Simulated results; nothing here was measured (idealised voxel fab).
The process module presented herein is designated voxel self aligned vias.
Square cell edge 5 nm, section width 280 nm, ID cut.
Square cells in a grid make up a cross-section in this document, and the grid is given as bands, listed from the top down, each one or more rows of cells. First you get the band's top height and its bottom height, in nm, and then the materials it's made of, left to right, with each width in nm. If you see a single material with "edge to edge", that one covers the band edge to edge. "blank" is empty space. For the purposes of this specification, 0 denotes the height below which the wafer in its as-received condition is composed wholly of one material, and the lowermost band, lacking a lower limit, extends downward without end, as expressed in "0 down". A width such as "30 to 40" changes by the same amount from each row of cells to the next, from the band's top row to its bottom row. For the purposes of this document, the phrase "no alteration" attached to a step denotes that no cell within the cross-section was modified by that step. Entry "Closed void entries". Content: empty spaces with no open connection to the top, size 8 cells or greater. Each: width x height at distance. Distance: from left edge. Unit: nm. Past the settings on a step's line: simulator remark, on that step. What "overlay nm" on a step's line means: if the step has a mask, that mask lay this far to the right of its planned place, or, when the value is negative, to the left.
## Listed below are the process steps as planned
- 1: op RECEIVE | material Si
- 2: op CONFORMAL_DEP | material SiO2 | thk nm 15
- 3: op CONFORMAL_DEP | material SiCN | thk nm 5
- 4: op DIRECTIONAL_DEP | material lowk | thk nm 30
- 5: op MASKED_ETCH | tone open | mask id LINES | width nm 30 | pitch nm 75 | etch materials lowk | depth nm 30 | overlay nm 0
- 6: op CONFORMAL_DEP | material TiN | thk nm 5
- 7: op FILL_DEP | material W | thk nm 10
- 8: op CMP | height nm 50
- 9: op SELECTIVE_ETCH | etch materials W Ru TiN | depth nm 10
- 10: op FILL_DEP | material SiN | thk nm 10
- 11: op CMP | height nm 50
- 12: op DIRECTIONAL_DEP | material lowk | thk nm 20
- 13: op MASKED_ETCH | tone open | mask id VIAS | width nm 50 | etch materials lowk | depth nm 20 | overlay nm 0
- 14: op MASKED_ETCH | tone open | mask id VIAS | width nm 50 | etch materials SiN | depth nm 10 | overlay nm 0
- 15: op CONFORMAL_DEP | material TiN | thk nm 5
- 16: op FILL_DEP | material Ru | thk nm 5
- 17: op CMP | height nm 70
- 18: op CONFORMAL_DEP | material SiN | thk nm 5
## Cross-section of the incoming wafer, state after step 1
> 0 down  Si edge to edge
> Closed void entries: none
## Here's the cross-section of the first of our two wafers at the end of the module - it ran as planned
> 75 to 70  SiN edge to edge
> 70 to 55  lowk 75 | TiN 5 | Ru 40 | TiN 5 | lowk 155
> 55 to 50  lowk 75 | TiN 15 | Ru 20 | TiN 15 | lowk 155
> 50 to 45  lowk 85 | TiN 5 | Ru 20 | TiN 5 | lowk 45 | SiN 30 | lowk 90
> 45 to 40  lowk 85 | TiN 30 | lowk 45 | SiN 30 | lowk 90
> 40 to 25  lowk 85 | TiN 5 | W 20 | TiN 5 | lowk 45 | TiN 5 | W 20 | TiN 5 | lowk 90
> 25 to 20  lowk 85 | TiN 30 | lowk 45 | TiN 30 | lowk 90
> 20 to 15  SiCN edge to edge
> 15 to 0  SiO2 edge to edge
> 0 down  Si edge to edge
> Closed void entries: none
## Cross-sectional view: second of two wafers, end of module; start and plan identical to the first, one mistake in running
> 75 to 70  SiN edge to edge
> 70 to 55  lowk 70 | TiN 5 | Ru 40 | TiN 5 | lowk 160
> 55 to 50  lowk 70 | TiN 20 | Ru 20 | TiN 10 | lowk 160
> 50 to 45  lowk 85 | TiN 5 | Ru 20 | TiN 5 | lowk 45 | SiN 30 | lowk 90
> 45 to 40  lowk 85 | TiN 30 | lowk 45 | SiN 30 | lowk 90
> 40 to 25  lowk 85 | TiN 5 | W 20 | TiN 5 | lowk 45 | TiN 5 | W 20 | TiN 5 | lowk 90
> 25 to 20  lowk 85 | TiN 30 | lowk 45 | TiN 30 | lowk 90
> 20 to 15  SiCN edge to edge
> 15 to 0  SiO2 edge to edge
> 0 down  Si edge to edge
> Closed void entries: none
What was the processing mistake? step 13 off recipe, ran as op MASKED_ETCH | tone open | mask id VIAS | width nm 50 | etch materials lowk | depth nm 20 | overlay nm -5
So at the finish, the second wafer's got exactly as many cells of each material as the first, just not in the same spots.
